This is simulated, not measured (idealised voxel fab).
process module | voxel wiring stack
cross-section cut | 270 nm wide | cells 5 nm
A cross-section is a grid of square cells, given in bands from the top down. A band is one or more rows of cells.
Each band's line starts with the height of the band's top and of its bottom, in nm. Then come its materials from left to right, each with its width in nm. One material with "throughout" fills the band from edge to edge. "air" is empty space.
Height 0 is the level under which the wafer as received is all one material. The lowest band goes on downwards, as in "0 down".
A width such as "30 to 40" changes by the same amount from each row of cells to the next, from the band's top row to its bottom row.
"no change" after a step means that no cell of the cross-section changed.
closed voids: empty space of 8 cells or more with no open way to the top, each as width x height at its distance from the left edge, in nm
after a step's settings: what the simulator itself notes on the step
overlay nm, on a step with a mask: how far to the right of its planned place the mask lay; to the left if negative
plan
1 op RECEIVE | material Si
2 op CONFORMAL_DEP | material SiO2 | thk nm 10
3 op DIRECTIONAL_DEP | material TiN | thk nm 5
4 op DIRECTIONAL_DEP | material W | thk nm 15
5 op MASKED_ETCH | tone cover | mask id METAL_1 | width nm 25 | pitch nm 40 | etch materials W | depth nm 15 | overlay nm 0
6 op MASKED_ETCH | tone cover | mask id METAL_1 | width nm 25 | pitch nm 40 | etch materials TiN | depth nm 5 | overlay nm 0
7 op FILL_DEP | material lowk | thk nm 10
8 op CMP | height nm 30
9 op CONFORMAL_DEP | material SiCN | thk nm 5
10 op DIRECTIONAL_DEP | material SiO2 | thk nm 10
11 op DIRECTIONAL_DEP | material aC | thk nm 15
12 op PATTERN | tone open | mask id PLUG_1 | material resist | width nm 15 | pitch nm 40 | thk nm 30 | overlay nm 0
13 op DIRECTIONAL_ETCH | etch materials aC | depth nm 15
14 op STRIP | etch materials resist
15 op DIRECTIONAL_ETCH | etch materials SiO2 | depth nm 10
16 op DIRECTIONAL_ETCH | etch materials SiCN | depth nm 5
17 op STRIP | etch materials aC
18 op CONFORMAL_DEP | material TiN | thk nm 5
19 op FILL_DEP | material W | thk nm 5
20 op CMP | height nm 45
21 op CONFORMAL_DEP | material SiCN | thk nm 5
22 op DIRECTIONAL_DEP | material SiO2 | thk nm 15
23 op MASKED_ETCH | tone open | mask id METAL_2 | width nm 25 | pitch nm 40 | etch materials SiO2 | depth nm 15 | overlay nm 0
24 op MASKED_ETCH | tone open | mask id METAL_2 | width nm 25 | pitch nm 40 | etch materials SiCN | depth nm 5 | overlay nm 0
25 op CONFORMAL_DEP | material TiN | thk nm 5
26 op FILL_DEP | material Cu | thk nm 5
27 op CMP | height nm 65
28 op CONFORMAL_DEP | material SiCN | thk nm 5
29 op DIRECTIONAL_DEP | material lowk | thk nm 35
30 op DIRECTIONAL_DEP | material aC | thk nm 15
31 op PATTERN | tone open | mask id METAL_3_HOLES | material resist | width nm 15 | pitch nm 40 | thk nm 30 | overlay nm 0
32 op DIRECTIONAL_ETCH | etch materials aC | depth nm 15
33 op STRIP | etch materials resist
34 op DIRECTIONAL_ETCH | etch materials lowk | depth nm 35
35 op STRIP | etch materials aC
36 op DIRECTIONAL_DEP | material aC | thk nm 15
37 op PATTERN | tone open | mask id METAL_3 | material resist | width nm 25 | pitch nm 40 | thk nm 35 | overlay nm 0
38 op DIRECTIONAL_ETCH | etch materials aC | depth nm 15
39 op STRIP | etch materials resist
40 op DIRECTIONAL_ETCH | etch materials lowk | depth nm 20
41 op DIRECTIONAL_ETCH | etch materials SiCN | depth nm 5
42 op STRIP | etch materials aC
43 op CONFORMAL_DEP | material TiN | thk nm 5
44 op FILL_DEP | material Ru | thk nm 5
45 op CMP | height nm 105
46 op CONFORMAL_DEP | material SiCN | thk nm 5
47 op DIRECTIONAL_DEP | material SiO2 | thk nm 25
48 op PATTERN | tone open | mask id METAL_4 | material resist | width nm 25 | pitch nm 40 | thk nm 15 | overlay nm 0
49 op DIRECTIONAL_ETCH | etch materials SiO2 | depth nm 15
50 op STRIP | etch materials resist
51 op DIRECTIONAL_DEP | material aC | thk nm 15
52 op PATTERN | tone open | mask id METAL_4_HOLES | material resist | width nm 15 | pitch nm 80 | thk nm 35 | overlay nm 0
53 op DIRECTIONAL_ETCH | etch materials aC | depth nm 15
54 op STRIP | etch materials resist
55 op DIRECTIONAL_ETCH | etch materials SiO2 | depth nm 10
56 op DIRECTIONAL_ETCH | etch materials SiCN | depth nm 5
57 op STRIP | etch materials aC
58 op CONFORMAL_DEP | material TiN | thk nm 5
59 op FILL_DEP | material Ru | thk nm 5
60 op CMP | height nm 135
61 op CONFORMAL_DEP | material SiN | thk nm 5
as received, after step 1
  0 down: Si throughout
  closed voids: none
a wafer at the end: this start, this plan, one mistake
  140 to 135: SiN throughout
  135 to 125: SiO2 80 | TiN 5 | Ru 15 | TiN 5 | SiO2 15 | TiN 5 | Ru 15 | TiN 5 | SiO2 15 | TiN 5 | Ru 15 | TiN 5 | SiO2 85
  125 to 120: SiO2 80 | TiN 5 | Ru 5 | TiN 15 | SiO2 15 | TiN 25 | SiO2 15 | TiN 5 | Ru 5 | TiN 15 | SiO2 85
  120 to 110: SiO2 80 | TiN 5 | Ru 5 | TiN 5 | SiO2 65 | TiN 5 | Ru 5 | TiN 5 | SiO2 95
  110 to 105: SiCN 80 | TiN 15 | SiCN 65 | TiN 15 | SiCN 95
  105 to 90: lowk 80 | TiN 5 | Ru 15 | TiN 5 | lowk 15 | TiN 5 | Ru 15 | TiN 5 | lowk 15 | TiN 5 | Ru 15 | TiN 5 | lowk 85
  90 to 85: lowk 80 | TiN 5 | Ru 5 | TiN 15 | lowk 15 | TiN 5 | Ru 5 | TiN 15 | lowk 15 | TiN 5 | Ru 5 | TiN 15 | lowk 85
  85 to 70: lowk 80 | TiN 5 | Ru 5 | TiN 5 | lowk 25 | TiN 5 | Ru 5 | TiN 5 | lowk 25 | TiN 5 | Ru 5 | TiN 5 | lowk 95
  70 to 65: SiCN 80 | TiN 15 | SiCN 25 | TiN 15 | SiCN 25 | TiN 15 | SiCN 95
  65 to 50: SiO2 80 | TiN 5 | Cu 15 | TiN 5 | SiO2 15 | TiN 5 | Cu 15 | TiN 5 | SiO2 15 | TiN 5 | Cu 15 | TiN 5 | SiO2 85
  50 to 45: SiCN 80 | TiN 25 | SiCN 15 | TiN 25 | SiCN 15 | TiN 25 | SiCN 85
  45 to 35: SiO2 80 | TiN 5 | W 5 | TiN 5 | SiO2 25 | TiN 5 | W 5 | TiN 5 | SiO2 25 | TiN 5 | W 5 | TiN 5 | SiO2 95
  35 to 30: SiCN 80 | TiN 15 | SiCN 25 | TiN 15 | SiCN 25 | TiN 15 | SiCN 95
  30 to 25: lowk throughout
  25 to 10: lowk 80 | W 25 | lowk 15 | W 25 | lowk 15 | W 25 | lowk 85
  10 to 0: SiO2 throughout
  0 down: Si throughout
  closed voids: none
what went wrong: step 3 was left out
